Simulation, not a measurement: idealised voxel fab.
process module | voxel self aligned vias
cross-section cut | 180 nm wide | cells 5 nm
A cross-section is a grid of square cells, given in bands from the top down. A band is one or more rows of cells.
Each band's line starts with the height of the band's top and of its bottom, in nm. Then come its materials from left to right, each with its width in nm. One material with "throughout" fills the band from edge to edge. "air" is empty space.
Height 0 is the level under which the wafer as received is all one material. The lowest band goes on downwards, as in "0 down".
A width such as "30 to 40" changes by the same amount from each row of cells to the next, from the band's top row to its bottom row.
"no change" after a step means that no cell of the cross-section changed.
closed voids: empty space of 8 cells or more with no open way to the top, each as width x height at its distance from the left edge, in nm
after a step's settings: what the simulator itself notes on the step
overlay nm, on a step with a mask: how far to the right of its planned place the mask lay; to the left if negative
plan
1 op RECEIVE | material Si
2 op CONFORMAL_DEP | material SiO2 | thk nm 10
3 op CONFORMAL_DEP | material SiCN | thk nm 5
4 op DIRECTIONAL_DEP | material lowk | thk nm 20
5 op MASKED_ETCH | tone open | mask id LINES | width nm 25 | pitch nm 65 | etch materials lowk | depth nm 20 | overlay nm 0
6 op CONFORMAL_DEP | material TiN | thk nm 5
7 op FILL_DEP | material W | thk nm 5
8 op CMP | height nm 35
9 op SELECTIVE_ETCH | etch materials W Ru TiN | depth nm 10
10 op FILL_DEP | material SiN | thk nm 5
11 op CMP | height nm 35
12 op DIRECTIONAL_DEP | material lowk | thk nm 15
13 op MASKED_ETCH | tone open | mask id VIAS | width nm 35 | etch materials lowk | depth nm 15 | overlay nm 0
14 op MASKED_ETCH | tone open | mask id VIAS | width nm 35 | etch materials SiN | depth nm 10 | overlay nm 0
15 op CONFORMAL_DEP | material TiN | thk nm 5
16 op FILL_DEP | material W | thk nm 5
17 op CMP | height nm 50
18 op CONFORMAL_DEP | material SiN | thk nm 5
as received, after step 1
  0 down: Si throughout
  closed voids: none
first wafer at the end, as planned
  55 to 50: SiN throughout
  50 to 40: lowk 40 | TiN 5 | W 25 | TiN 5 | lowk 105
  40 to 35: lowk 40 | TiN 10 | W 15 | TiN 10 | lowk 105
  35 to 30: lowk 45 | TiN 5 | W 15 | TiN 5 | lowk 40 | SiN 25 | lowk 45
  30 to 25: lowk 45 | TiN 25 | lowk 40 | SiN 25 | lowk 45
  25 to 20: lowk 45 | TiN 5 | W 15 | TiN 5 | lowk 40 | TiN 5 | W 15 | TiN 5 | lowk 45
  20 to 15: lowk 45 | TiN 25 | lowk 40 | TiN 25 | lowk 45
  15 to 10: SiCN throughout
  10 to 0: SiO2 throughout
  0 down: Si throughout
  closed voids: none
second wafer at the end: like start, like plan, one mistake
  55 to 50: SiN throughout
  50 to 35: lowk 40 | TiN 5 | W 25 | TiN 5 | lowk 105
  35 to 30: lowk 40 | TiN 10 | W 15 | TiN 10 | lowk 35 | SiN 25 | lowk 45
  30 to 25: lowk 45 | TiN 25 | lowk 40 | SiN 25 | lowk 45
  25 to 20: lowk 45 | TiN 5 | W 15 | TiN 5 | lowk 40 | TiN 5 | W 15 | TiN 5 | lowk 45
  20 to 15: lowk 45 | TiN 25 | lowk 40 | TiN 25 | lowk 45
  15 to 10: SiCN throughout
  10 to 0: SiO2 throughout
  0 down: Si throughout
  closed voids: none
what went wrong: step 13 ran as: op MASKED_ETCH | tone open | mask id VIAS | width nm 35 | etch materials lowk | depth nm 20 | overlay nm 0
at the end the second wafer has, in cells: 2 more of W | 2 fewer of lowk
